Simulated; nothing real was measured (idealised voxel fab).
Title: Process Module voxel released beams
Section cut is 285 nm wide and gridded with 5 nm square cells.
How to read a cross-section here: the picture is a grid of square cells, written as bands going from the top down, and any band can span one or more rows of cells. A band entry consists of two parts. The first gives the height of the band's top and the height of its bottom, in nm. The rest lists the band's materials from left to right, each with its width in nm. A single material labelled with the word "all across" fills the band from edge to edge, and the word "blank" marks empty space. A quick word on heights: they are counted from 0, and under that level the wafer as it came to us is one material throughout. The lowest band is different from the rest in having no bottom; it simply continues downward, written as in "0 down". The notation "30..40" denotes a width that varies across the rows of cells in the band, beginning at the first number in the top row, finishing at the second number in the bottom row, and changing by an identical amount from each row to the next. "no modification" (step): cross-section cells unchanged, all of them. If an empty space has no open way to the top and is at least 8 cells in size, "Voids, fully enclosed" lists it, written width x height at distance, where distance is measured from the left edge and every value is in nm. Formally, on a step line, whatever follows the settings is a remark that the simulator itself makes on the step. overlay nm: for a step with a mask, the amount by which the mask lay right of where it was planned; a negative amount means left of it.
The following list gives the planned process steps
step 1: RECEIVE: material Si
step 2: CONFORMAL_DEP: material Al2O3, thk nm 5
step 3: DIRECTIONAL_DEP: material SiO2, thk nm 20
step 4: MASKED_ETCH: tone open, mask id ANCHOR, width nm 35, etch materials SiO2, depth nm 20, overlay nm 0
step 5: CONFORMAL_DEP: material polySi, thk nm 15
step 6: MASKED_ETCH: tone cover, mask id BEAM, width nm 90, etch materials polySi, depth nm 15, overlay nm 0
step 7: STRIP: etch materials SiO2
Account of the first of two wafers, which was processed as intended
Wafer cross-section on receipt, i.e. after step 1
* 0 down = Si all across
* Voids, fully enclosed: none
After step 2, in cross-section
* 5 to 0 = Al2O3 all across
* At heights below 0, the structure remains unaltered.
After step 3, in cross-section
* 25 to 5 = SiO2 all across
* At heights below 5, the structure remains unaltered.
After step 4, in cross-section
* 25 to 5 = SiO2 100 nm / blank 35 nm / SiO2 150 nm
* At heights below 5, the structure remains unaltered.
After step 5, in cross-section
* 40 to 25 = polySi 115 nm / blank 5 nm / polySi 165 nm
* 25 to 20 = SiO2 100 nm / polySi 15 nm / blank 5 nm / polySi 15 nm / SiO2 150 nm
* 20 to 5 = SiO2 100 nm / polySi 35 nm / SiO2 150 nm
* At heights below 5, the structure remains unaltered.
After step 6, in cross-section
* 40 to 25 = blank 95 nm / polySi 20 nm / blank 5 nm / polySi 65 nm / blank 100 nm
* At heights below 25, the structure remains unaltered.
After step 7, in cross-section
* 40 to 25 = blank 95 nm / polySi 20 nm / blank 5 nm / polySi 65 nm / blank 100 nm
* 25 to 20 = blank 100 nm / polySi 15 nm / blank 5 nm / polySi 15 nm / blank 150 nm
* 20 to 5 = blank 100 nm / polySi 35 nm / blank 150 nm
* At heights below 5, the structure remains unaltered.
Notes, second wafer: start = first wafer's, plan = first wafer's, execution had one mistake; history identical to first through step 4
Planned end of step 5: second wafer, cross-section
* 55 to 25 = polySi all across
* 25 to 5 = SiO2 100 nm / polySi 35 nm / SiO2 150 nm
* At heights below 5, the structure remains unaltered.
Planned end of step 6: second wafer, cross-section
* 55 to 40 = blank 95 nm / polySi 90 nm / blank 100 nm
* At heights below 40, the structure remains unaltered.
Planned end of step 7: second wafer, cross-section: no modification
Short version of what went wrong: step 5 of the plan saw execution twice
Counted in cells at the end, the second wafer holds more or fewer of these materials than the first: 200 more of SiO2 | 175 more of polySi
